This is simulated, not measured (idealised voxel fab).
process module | voxel self aligned vias
cross-section cut | 265 nm wide | cells 5 nm
A cross-section is a grid of square cells, given in bands from the top down. A band is one or more rows of cells.
Each band's line starts with the height of the band's top and of its bottom, in nm. Then come its materials from left to right, each with its width in nm. One material with "throughout" fills the band from edge to edge. "air" is empty space.
Height 0 is the level under which the wafer as received is all one material. The lowest band goes on downwards, as in "0 down".
A width such as "30 to 40" changes by the same amount from each row of cells to the next, from the band's top row to its bottom row.
"no change" after a step means that no cell of the cross-section changed.
closed voids: empty space of 8 cells or more with no open way to the top, each as width x height at its distance from the left edge, in nm
after a step's settings: what the simulator itself notes on the step
overlay nm, on a step with a mask: how far to the right of its planned place the mask lay; to the left if negative
plan
1 op RECEIVE | material Si
2 op CONFORMAL_DEP | material SiO2 | thk nm 15
3 op CONFORMAL_DEP | material SiCN | thk nm 5
4 op DIRECTIONAL_DEP | material lowk | thk nm 25
5 op DIRECTIONAL_DEP | material aC | thk nm 10
6 op PATTERN | tone open | mask id LINES | material resist | width nm 30 | pitch nm 80 | thk nm 30 | overlay nm 0
7 op DIRECTIONAL_ETCH | etch materials aC | depth nm 10
8 op STRIP | etch materials resist
9 op DIRECTIONAL_ETCH | etch materials lowk | depth nm 15
10 op STRIP | etch materials aC
11 op CONFORMAL_DEP | material TiN | thk nm 5
12 op FILL_DEP | material Ru | thk nm 10
13 op CMP | height nm 45
14 op SELECTIVE_ETCH | etch materials W Ru TiN | depth nm 10
15 op FILL_DEP | material SiN | thk nm 5
16 op CMP | height nm 45
17 op DIRECTIONAL_DEP | material lowk | thk nm 15
18 op DIRECTIONAL_DEP | material aC | thk nm 10
19 op PATTERN | tone open | mask id VIAS | material resist | width nm 50 | pitch nm 160 | thk nm 30 | overlay nm 0
20 op DIRECTIONAL_ETCH | etch materials aC | depth nm 10
21 op STRIP | etch materials resist
22 op DIRECTIONAL_ETCH | etch materials lowk | depth nm 15
23 op DIRECTIONAL_ETCH | etch materials SiN | depth nm 10
24 op STRIP | etch materials aC
25 op CONFORMAL_DEP | material TiN | thk nm 5
26 op FILL_DEP | material Cu | thk nm 10
27 op CMP | height nm 60
28 op CONFORMAL_DEP | material SiCN | thk nm 5
varied across the wafers: depth nm of step 9. The plan shows the first wafer's value. All wafers start alike
first wafer as received, after step 1
  0 down: Si throughout
  closed voids: none
first wafer at the end, after step 28
  65 to 60: SiCN throughout
  60 to 50: lowk 25 | TiN 5 | Cu 40 | TiN 5 | lowk 110 | TiN 5 | Cu 40 | TiN 5 | lowk 30
  50 to 45: lowk 25 | TiN 15 | Cu 20 | TiN 15 | lowk 110 | TiN 15 | Cu 20 | TiN 15 | lowk 30
  45 to 40: lowk 35 | TiN 5 | Cu 20 | TiN 5 | lowk 50 | SiN 30 | lowk 50 | TiN 5 | Cu 20 | TiN 5 | lowk 40
  40 to 35: lowk 35 | TiN 30 | lowk 50 | SiN 30 | lowk 50 | TiN 30 | lowk 40
  35 to 30: lowk 35 | TiN 30 | lowk 50 | TiN 30 | lowk 50 | TiN 30 | lowk 40
  30 to 20: lowk throughout
  20 to 15: SiCN throughout
  15 to 0: SiO2 throughout
  0 down: Si throughout
  closed voids: none
last wafer at the end
  65 to 60: SiCN throughout
  60 to 50: lowk 25 | TiN 5 | Cu 40 | TiN 5 | lowk 110 | TiN 5 | Cu 40 | TiN 5 | lowk 30
  50 to 45: lowk 25 | TiN 15 | Cu 20 | TiN 15 | lowk 110 | TiN 15 | Cu 20 | TiN 15 | lowk 30
  45 to 40: lowk 35 | TiN 5 | Cu 20 | TiN 5 | lowk 50 | SiN 30 | lowk 50 | TiN 5 | Cu 20 | TiN 5 | lowk 40
  40 to 35: lowk 35 | TiN 30 | lowk 50 | SiN 30 | lowk 50 | TiN 30 | lowk 40
  35 to 25: lowk 35 | TiN 5 | Ru 20 | TiN 5 | lowk 50 | TiN 5 | Ru 20 | TiN 5 | lowk 50 | TiN 5 | Ru 20 | TiN 5 | lowk 40
  25 to 20: lowk 35 | TiN 30 | lowk 50 | TiN 30 | lowk 50 | TiN 30 | lowk 40
  20 to 15: SiCN throughout
  15 to 0: SiO2 throughout
  0 down: Si throughout
  closed voids: none
each wafer at the end: cells of each material gained (+) or lost (-) since it was received, then its closed voids
depth nm 15 | +48 Cu | +106 SiCN | +12 SiN | +159 SiO2 | +54 TiN | +310 lowk | closed voids: none
depth nm 20 | +48 Cu | +12 Ru | +106 SiCN | +12 SiN | +159 SiO2 | +60 TiN | +292 lowk | closed voids: none
depth nm 25 | +48 Cu | +24 Ru | +106 SiCN | +12 SiN | +159 SiO2 | +66 TiN | +274 lowk | closed voids: none
depth nm 30 | +48 Cu | +24 Ru | +106 SiCN | +12 SiN | +159 SiO2 | +66 TiN | +274 lowk | closed voids: none
depth nm 35 | +48 Cu | +24 Ru | +106 SiCN | +12 SiN | +159 SiO2 | +66 TiN | +274 lowk | closed voids: none
depth nm 40 | +48 Cu | +24 Ru | +106 SiCN | +12 SiN | +159 SiO2 | +66 TiN | +274 lowk | closed voids: none
